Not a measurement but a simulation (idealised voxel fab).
process module | voxel transistor to metal
cross-section cut | 195 nm wide | cells 5 nm
A cross-section is a grid of square cells, given in bands from the top down. A band is one or more rows of cells.
Each band's line starts with the height of the band's top and of its bottom, in nm. Then come its materials from left to right, each with its width in nm. One material with "throughout" fills the band from edge to edge. "air" is empty space.
Height 0 is the level under which the wafer as received is all one material. The lowest band goes on downwards, as in "0 down".
A width such as "30 to 40" changes by the same amount from each row of cells to the next, from the band's top row to its bottom row.
"no change" after a step means that no cell of the cross-section changed.
closed voids: empty space of 8 cells or more with no open way to the top, each as width x height at its distance from the left edge, in nm
after a step's settings: what the simulator itself notes on the step
overlay nm, on a step with a mask: how far to the right of its planned place the mask lay; to the left if negative
plan
1 op RECEIVE | material Si
2 op OXIDIZE | depth nm 5
3 op CONFORMAL_DEP | material SiN | thk nm 10
4 op PATTERN | tone cover | mask id ACTIVE | material resist | width nm 115 | thk nm 20 | overlay nm 0
5 op DIRECTIONAL_ETCH | etch materials SiN | depth nm 10
6 op DIRECTIONAL_ETCH | etch materials SiO2 | depth nm 5
7 op DIRECTIONAL_ETCH | etch materials Si | depth nm 35
8 op STRIP | etch materials resist
9 op FILL_DEP | material SiO2 | thk nm 5
10 op CMP | height nm 10
11 op SELECTIVE_ETCH | etch materials SiO2 | depth nm 10
12 op STRIP | etch materials SiN
13 op SELECTIVE_ETCH | etch materials SiO2 | depth nm 5
14 op OXIDIZE | depth nm 5
15 op DIRECTIONAL_DEP | material polySi | thk nm 20
16 op DIRECTIONAL_DEP | material SiCN | thk nm 10
17 op MASKED_ETCH | tone cover | mask id GATE | width nm 25 | etch materials SiCN | depth nm 20 | overlay nm 0
18 op MASKED_ETCH | tone cover | mask id GATE | width nm 25 | etch materials polySi | depth nm 30 | overlay nm 0
19 op CONFORMAL_DEP | material SiN | thk nm 10
20 op DIRECTIONAL_ETCH | etch materials SiN | depth nm 10
21 op DIRECTIONAL_ETCH | etch materials SiO2 | depth nm 5
22 op DIRECTIONAL_ETCH | etch materials Si | depth nm 10
23 op EPI | material SiGe | thk nm 10
24 op FILL_DEP | material SiO2 | thk nm 5
25 op CMP | height nm 15
26 op STRIP | etch materials polySi
27 op SELECTIVE_ETCH | etch materials SiO2 | depth nm 5
28 op CONFORMAL_DEP | material HfO2 | thk nm 5
29 op CONFORMAL_DEP | material TiN | thk nm 5
30 op FILL_DEP | material W | thk nm 10
31 op CMP | height nm 10
32 op DIRECTIONAL_DEP | material SiO2 | thk nm 15
33 op MASKED_ETCH | tone open | mask id CONTACT | width nm 20 | pitch nm 75 | etch materials SiO2 | depth nm 35 | overlay nm 0
34 op CONFORMAL_DEP | material TiN | thk nm 5
35 op FILL_DEP | material W | thk nm 10
36 op CMP | height nm 25
37 op DIRECTIONAL_DEP | material TiN | thk nm 5
38 op DIRECTIONAL_DEP | material W | thk nm 20
39 op PATTERN | tone cover | mask id METAL_1 | material resist | width nm 20 | pitch nm 75 | thk nm 15 | overlay nm 0
40 op DIRECTIONAL_ETCH | etch materials W | depth nm 20
41 op DIRECTIONAL_ETCH | etch materials TiN | depth nm 5
42 op STRIP | etch materials resist
43 op CONFORMAL_DEP | material SiN | thk nm 5
44 op FILL_DEP | material lowk | thk nm 5
45 op CMP | height nm 50
46 op CONFORMAL_DEP | material SiCN | thk nm 5
first wafer, as planned
as received, after step 1
  0 down: Si throughout
  closed voids: none
after step 2
  0 to -5: SiO2 throughout
  below -5: unchanged
after step 3
  10 to 0: SiN throughout
  below 0: unchanged
after step 4
  30 to 10: air 40 | resist 115 | air 40
  below 10: unchanged
after step 5
  30 to 10: air 40 | resist 115 | air 40
  10 to 0: air 40 | SiN 115 | air 40
  below 0: unchanged
after step 6
  30 to 10: air 40 | resist 115 | air 40
  10 to 0: air 40 | SiN 115 | air 40
  0 to -5: air 40 | SiO2 115 | air 40
  below -5: unchanged
after step 7
  30 to 10: air 40 | resist 115 | air 40
  10 to 0: air 40 | SiN 115 | air 40
  0 to -5: air 40 | SiO2 115 | air 40
  -5 to -40: air 40 | Si 115 | air 40
  below -40: unchanged
after step 8
  10 to 0: air 40 | SiN 115 | air 40
  below 0: unchanged
after step 9
  15 to 10: SiO2 throughout
  10 to 0: SiO2 40 | SiN 115 | SiO2 40
  0 to -5: SiO2 throughout
  -5 to -40: SiO2 40 | Si 115 | SiO2 40
  below -40: unchanged
after step 10
  10 to 0: SiO2 40 | SiN 115 | SiO2 40
  below 0: unchanged
after step 11
  10 to 0: air 40 | SiN 115 | air 40
  below 0: unchanged
after step 12
  0 to -5: SiO2 throughout
  below -5: unchanged
after step 13
  -5 to -40: SiO2 40 | Si 115 | SiO2 40
  below -40: unchanged
after step 14
  -5 to -10: SiO2 throughout
  below -10: unchanged
after step 15
  15 to -5: polySi throughout
  below -5: unchanged
after step 16
  25 to 15: SiCN throughout
  below 15: unchanged
after step 17
  25 to 15: air 85 | SiCN 25 | air 85
  below 15: unchanged
after step 18
  25 to 15: air 85 | SiCN 25 | air 85
  15 to -5: air 85 | polySi 25 | air 85
  below -5: unchanged
after step 19
  35 to 25: air 75 | SiN 45 | air 75
  25 to 15: air 75 | SiN 10 | SiCN 25 | SiN 10 | air 75
  15 to 5: air 75 | SiN 10 | polySi 25 | SiN 10 | air 75
  5 to -5: SiN 85 | polySi 25 | SiN 85
  below -5: unchanged
after step 20
  25 to 15: air 75 | SiN 10 | SiCN 25 | SiN 10 | air 75
  15 to -5: air 75 | SiN 10 | polySi 25 | SiN 10 | air 75
  below -5: unchanged
after step 21
  25 to 15: air 75 | SiN 10 | SiCN 25 | SiN 10 | air 75
  15 to -5: air 75 | SiN 10 | polySi 25 | SiN 10 | air 75
  -5 to -10: air 75 | SiO2 45 | air 75
  below -10: unchanged
after step 22
  25 to 15: air 75 | SiN 10 | SiCN 25 | SiN 10 | air 75
  15 to -5: air 75 | SiN 10 | polySi 25 | SiN 10 | air 75
  -5 to -10: air 75 | SiO2 45 | air 75
  -10 to -20: SiO2 40 | air 35 | Si 45 | air 35 | SiO2 40
  below -20: unchanged
after step 23
  25 to 15: air 75 | SiN 10 | SiCN 25 | SiN 10 | air 75
  15 to 0: air 75 | SiN 10 | polySi 25 | SiN 10 | air 75
  0 to -5: air 65 | SiGe 10 | SiN 10 | polySi 25 | SiN 10 | SiGe 10 | air 65
  -5 to -10: air 65 | SiGe 10 | SiO2 45 | SiGe 10 | air 65
  -10 to -20: SiO2 40 | SiGe 35 | Si 45 | SiGe 35 | SiO2 40
  below -20: unchanged
after step 24
  30 to 25: SiO2 throughout
  25 to 15: SiO2 75 | SiN 10 | SiCN 25 | SiN 10 | SiO2 75
  15 to 0: SiO2 75 | SiN 10 | polySi 25 | SiN 10 | SiO2 75
  0 to -5: SiO2 65 | SiGe 10 | SiN 10 | polySi 25 | SiN 10 | SiGe 10 | SiO2 65
  -5 to -10: SiO2 65 | SiGe 10 | SiO2 45 | SiGe 10 | SiO2 65
  below -10: unchanged
after step 25
  15 to 0: SiO2 75 | SiN 10 | polySi 25 | SiN 10 | SiO2 75
  below 0: unchanged
after step 26
  15 to 0: SiO2 75 | SiN 10 | air 25 | SiN 10 | SiO2 75
  0 to -5: SiO2 65 | SiGe 10 | SiN 10 | air 25 | SiN 10 | SiGe 10 | SiO2 65
  below -5: unchanged
after step 27
  15 to 10: air 75 | SiN 10 | air 25 | SiN 10 | air 75
  10 to 0: SiO2 75 | SiN 10 | air 25 | SiN 10 | SiO2 75
  0 to -5: SiO2 65 | SiGe 10 | SiN 10 | air 25 | SiN 10 | SiGe 10 | SiO2 65
  -5 to -10: SiO2 65 | SiGe 10 | SiO2 5 | air 35 | SiO2 5 | SiGe 10 | SiO2 65
  below -10: unchanged
after step 28
  20 to 15: air 70 | HfO2 20 | air 15 | HfO2 20 | air 70
  15 to 10: HfO2 75 | SiN 10 | HfO2 5 | air 15 | HfO2 5 | SiN 10 | HfO2 75
  10 to 0: SiO2 75 | SiN 10 | HfO2 5 | air 15 | HfO2 5 | SiN 10 | SiO2 75
  0 to -5: SiO2 65 | SiGe 10 | SiN 10 | HfO2 5 | air 15 | HfO2 5 | SiN 10 | SiGe 10 | SiO2 65
  -5 to -10: SiO2 65 | SiGe 10 | SiO2 5 | HfO2 35 | SiO2 5 | SiGe 10 | SiO2 65
  below -10: unchanged
after step 29
  25 to 20: air 65 | TiN 30 | air 5 | TiN 30 | air 65
  20 to 15: TiN 70 | HfO2 20 | TiN 5 | air 5 | TiN 5 | HfO2 20 | TiN 70
  15 to 10: HfO2 75 | SiN 10 | HfO2 5 | TiN 5 | air 5 | TiN 5 | HfO2 5 | SiN 10 | HfO2 75
  10 to 0: SiO2 75 | SiN 10 | HfO2 5 | TiN 5 | air 5 | TiN 5 | HfO2 5 | SiN 10 | SiO2 75
  0 to -5: SiO2 65 | SiGe 10 | SiN 10 | HfO2 5 | TiN 15 | HfO2 5 | SiN 10 | SiGe 10 | SiO2 65
  below -5: unchanged
after step 30
  35 to 25: W throughout
  25 to 20: W 65 | TiN 30 | W 5 | TiN 30 | W 65
  20 to 15: TiN 70 | HfO2 20 | TiN 5 | W 5 | TiN 5 | HfO2 20 | TiN 70
  15 to 10: HfO2 75 | SiN 10 | HfO2 5 | TiN 5 | W 5 | TiN 5 | HfO2 5 | SiN 10 | HfO2 75
  10 to 0: SiO2 75 | SiN 10 | HfO2 5 | TiN 5 | W 5 | TiN 5 | HfO2 5 | SiN 10 | SiO2 75
  below 0: unchanged
after step 31
  10 to 0: SiO2 75 | SiN 10 | HfO2 5 | TiN 5 | W 5 | TiN 5 | HfO2 5 | SiN 10 | SiO2 75
  below 0: unchanged
after step 32
  25 to 10: SiO2 throughout
  below 10: unchanged
after step 33
  25 to 10: SiO2 50 | air 20 | SiO2 55 | air 20 | SiO2 50
  10 to 0: SiO2 50 | air 20 | SiO2 5 | SiN 10 | HfO2 5 | TiN 5 | W 5 | TiN 5 | HfO2 5 | SiN 10 | SiO2 5 | air 20 | SiO2 50
  0 to -5: SiO2 50 | air 15 | SiGe 10 | SiN 10 | HfO2 5 | TiN 15 | HfO2 5 | SiN 10 | SiGe 10 | air 15 | SiO2 50
  -5 to -10: SiO2 50 | air 15 | SiGe 10 | SiO2 5 | HfO2 35 | SiO2 5 | SiGe 10 | air 15 | SiO2 50
  below -10: unchanged
after step 34
  30 to 25: TiN 55 | air 10 | TiN 65 | air 10 | TiN 55
  25 to 10: SiO2 50 | TiN 5 | air 10 | TiN 5 | SiO2 55 | TiN 5 | air 10 | TiN 5 | SiO2 50
  10 to 0: SiO2 50 | TiN 5 | air 10 to 5 | TiN 5 to 10 | SiO2 5 | SiN 10 | HfO2 5 | TiN 5 | W 5 | TiN 5 | HfO2 5 | SiN 10 | SiO2 5 | TiN 5 to 10 | air 10 to 5 | TiN 5 | SiO2 50
  0 to -5: SiO2 50 | TiN 5 | air 5 | TiN 5 | SiGe 10 | SiN 10 | HfO2 5 | TiN 15 | HfO2 5 | SiN 10 | SiGe 10 | TiN 5 | air 5 | TiN 5 | SiO2 50
  -5 to -10: SiO2 50 | TiN 15 | SiGe 10 | SiO2 5 | HfO2 35 | SiO2 5 | SiGe 10 | TiN 15 | SiO2 50
  below -10: unchanged
after step 35
  40 to 30: W throughout
  30 to 25: TiN 55 | W 10 | TiN 65 | W 10 | TiN 55
  25 to 10: SiO2 50 | TiN 5 | W 10 | TiN 5 | SiO2 55 | TiN 5 | W 10 | TiN 5 | SiO2 50
  10 to 0: SiO2 50 | TiN 5 | W 10 to 5 | TiN 5 to 10 | SiO2 5 | SiN 10 | HfO2 5 | TiN 5 | W 5 | TiN 5 | HfO2 5 | SiN 10 | SiO2 5 | TiN 5 to 10 | W 10 to 5 | TiN 5 | SiO2 50
  0 to -5: SiO2 50 | TiN 5 | W 5 | TiN 5 | SiGe 10 | SiN 10 | HfO2 5 | TiN 15 | HfO2 5 | SiN 10 | SiGe 10 | TiN 5 | W 5 | TiN 5 | SiO2 50
  below -5: unchanged
after step 36
  25 to 10: SiO2 50 | TiN 5 | W 10 | TiN 5 | SiO2 55 | TiN 5 | W 10 | TiN 5 | SiO2 50
  below 10: unchanged
after step 37
  30 to 25: TiN throughout
  below 25: unchanged
after step 38
  50 to 30: W throughout
  below 30: unchanged
after step 39
  65 to 50: air 50 | resist 20 | air 55 | resist 20 | air 50
  below 50: unchanged
after step 40
  65 to 50: air 50 | resist 20 | air 55 | resist 20 | air 50
  50 to 30: air 50 | W 20 | air 55 | W 20 | air 50
  below 30: unchanged
after step 41
  65 to 50: air 50 | resist 20 | air 55 | resist 20 | air 50
  50 to 30: air 50 | W 20 | air 55 | W 20 | air 50
  30 to 25: air 50 | TiN 20 | air 55 | TiN 20 | air 50
  below 25: unchanged
after step 42
  50 to 30: air 50 | W 20 | air 55 | W 20 | air 50
  below 30: unchanged
after step 43
  55 to 50: air 45 | SiN 30 | air 45 | SiN 30 | air 45
  50 to 30: air 45 | SiN 5 | W 20 | SiN 5 | air 45 | SiN 5 | W 20 | SiN 5 | air 45
  30 to 25: SiN 50 | TiN 20 | SiN 55 | TiN 20 | SiN 50
  below 25: unchanged
after step 44
  60 to 55: lowk throughout
  55 to 50: lowk 45 | SiN 30 | lowk 45 | SiN 30 | lowk 45
  50 to 30: lowk 45 | SiN 5 | W 20 | SiN 5 | lowk 45 | SiN 5 | W 20 | SiN 5 | lowk 45
  below 30: unchanged
after step 45
  50 to 30: lowk 45 | SiN 5 | W 20 | SiN 5 | lowk 45 | SiN 5 | W 20 | SiN 5 | lowk 45
  below 30: unchanged
after step 46
  55 to 50: SiCN throughout
  below 50: unchanged
second wafer: like start, like plan, one mistake. Through step 31 it matches the first wafer
when step 32 should have ended
  15 to 10: SiO2 throughout
  below 10: unchanged
when step 33 should have ended
  15 to 10: SiO2 50 | air 20 | SiO2 55 | air 20 | SiO2 50
  10 to 0: SiO2 50 | air 20 | SiO2 5 | SiN 10 | HfO2 5 | TiN 5 | W 5 | TiN 5 | HfO2 5 | SiN 10 | SiO2 5 | air 20 | SiO2 50
  0 to -5: SiO2 50 | air 15 | SiGe 10 | SiN 10 | HfO2 5 | TiN 15 | HfO2 5 | SiN 10 | SiGe 10 | air 15 | SiO2 50
  -5 to -10: SiO2 50 | air 15 | SiGe 10 | SiO2 5 | HfO2 35 | SiO2 5 | SiGe 10 | air 15 | SiO2 50
  below -10: unchanged
when step 34 should have ended
  20 to 15: TiN 55 | air 10 | TiN 65 | air 10 | TiN 55
  15 to 10: SiO2 50 | TiN 5 | air 10 | TiN 5 | SiO2 55 | TiN 5 | air 10 | TiN 5 | SiO2 50
  10 to 0: SiO2 50 | TiN 5 | air 10 to 5 | TiN 5 to 10 | SiO2 5 | SiN 10 | HfO2 5 | TiN 5 | W 5 | TiN 5 | HfO2 5 | SiN 10 | SiO2 5 | TiN 5 to 10 | air 10 to 5 | TiN 5 | SiO2 50
  0 to -5: SiO2 50 | TiN 5 | air 5 | TiN 5 | SiGe 10 | SiN 10 | HfO2 5 | TiN 15 | HfO2 5 | SiN 10 | SiGe 10 | TiN 5 | air 5 | TiN 5 | SiO2 50
  -5 to -10: SiO2 50 | TiN 15 | SiGe 10 | SiO2 5 | HfO2 35 | SiO2 5 | SiGe 10 | TiN 15 | SiO2 50
  below -10: unchanged
when step 35 should have ended
  30 to 20: W throughout
  20 to 15: TiN 55 | W 10 | TiN 65 | W 10 | TiN 55
  15 to 10: SiO2 50 | TiN 5 | W 10 | TiN 5 | SiO2 55 | TiN 5 | W 10 | TiN 5 | SiO2 50
  10 to 0: SiO2 50 | TiN 5 | W 10 to 5 | TiN 5 to 10 | SiO2 5 | SiN 10 | HfO2 5 | TiN 5 | W 5 | TiN 5 | HfO2 5 | SiN 10 | SiO2 5 | TiN 5 to 10 | W 10 to 5 | TiN 5 | SiO2 50
  0 to -5: SiO2 50 | TiN 5 | W 5 | TiN 5 | SiGe 10 | SiN 10 | HfO2 5 | TiN 15 | HfO2 5 | SiN 10 | SiGe 10 | TiN 5 | W 5 | TiN 5 | SiO2 50
  below -5: unchanged
when step 36 should have ended
  25 to 20: W throughout
  below 20: unchanged
when step 37 should have ended
  30 to 25: TiN throughout
  below 25: unchanged
when step 38 should have ended
  50 to 30: W throughout
  below 30: unchanged
when step 39 should have ended
  65 to 50: air 50 | resist 20 | air 55 | resist 20 | air 50
  below 50: unchanged
when step 40 should have ended
  65 to 50: air 50 | resist 20 | air 55 | resist 20 | air 50
  50 to 30: air 50 | W 20 | air 55 | W 20 | air 50
  below 30: unchanged
when step 41 should have ended
  65 to 50: air 50 | resist 20 | air 55 | resist 20 | air 50
  50 to 30: air 50 | W 20 | air 55 | W 20 | air 50
  30 to 25: air 50 | TiN 20 | air 55 | TiN 20 | air 50
  below 25: unchanged
when step 42 should have ended
  50 to 30: air 50 | W 20 | air 55 | W 20 | air 50
  below 30: unchanged
when step 43 should have ended
  55 to 50: air 45 | SiN 30 | air 45 | SiN 30 | air 45
  50 to 30: air 45 | SiN 5 | W 20 | SiN 5 | air 45 | SiN 5 | W 20 | SiN 5 | air 45
  30 to 25: SiN 50 | TiN 20 | SiN 55 | TiN 20 | SiN 50
  below 25: unchanged
when step 44 should have ended
  60 to 55: lowk throughout
  55 to 50: lowk 45 | SiN 30 | lowk 45 | SiN 30 | lowk 45
  50 to 30: lowk 45 | SiN 5 | W 20 | SiN 5 | lowk 45 | SiN 5 | W 20 | SiN 5 | lowk 45
  below 30: unchanged
when step 45 should have ended
  50 to 30: lowk 45 | SiN 5 | W 20 | SiN 5 | lowk 45 | SiN 5 | W 20 | SiN 5 | lowk 45
  below 30: unchanged
when step 46 should have ended
  55 to 50: SiCN throughout
  below 50: unchanged
what went wrong: step 32 ran as: op DIRECTIONAL_DEP | material SiO2 | thk nm 5
at the end the second wafer has, in cells: 62 fewer of SiO2 | 27 more of TiN | 35 more of W
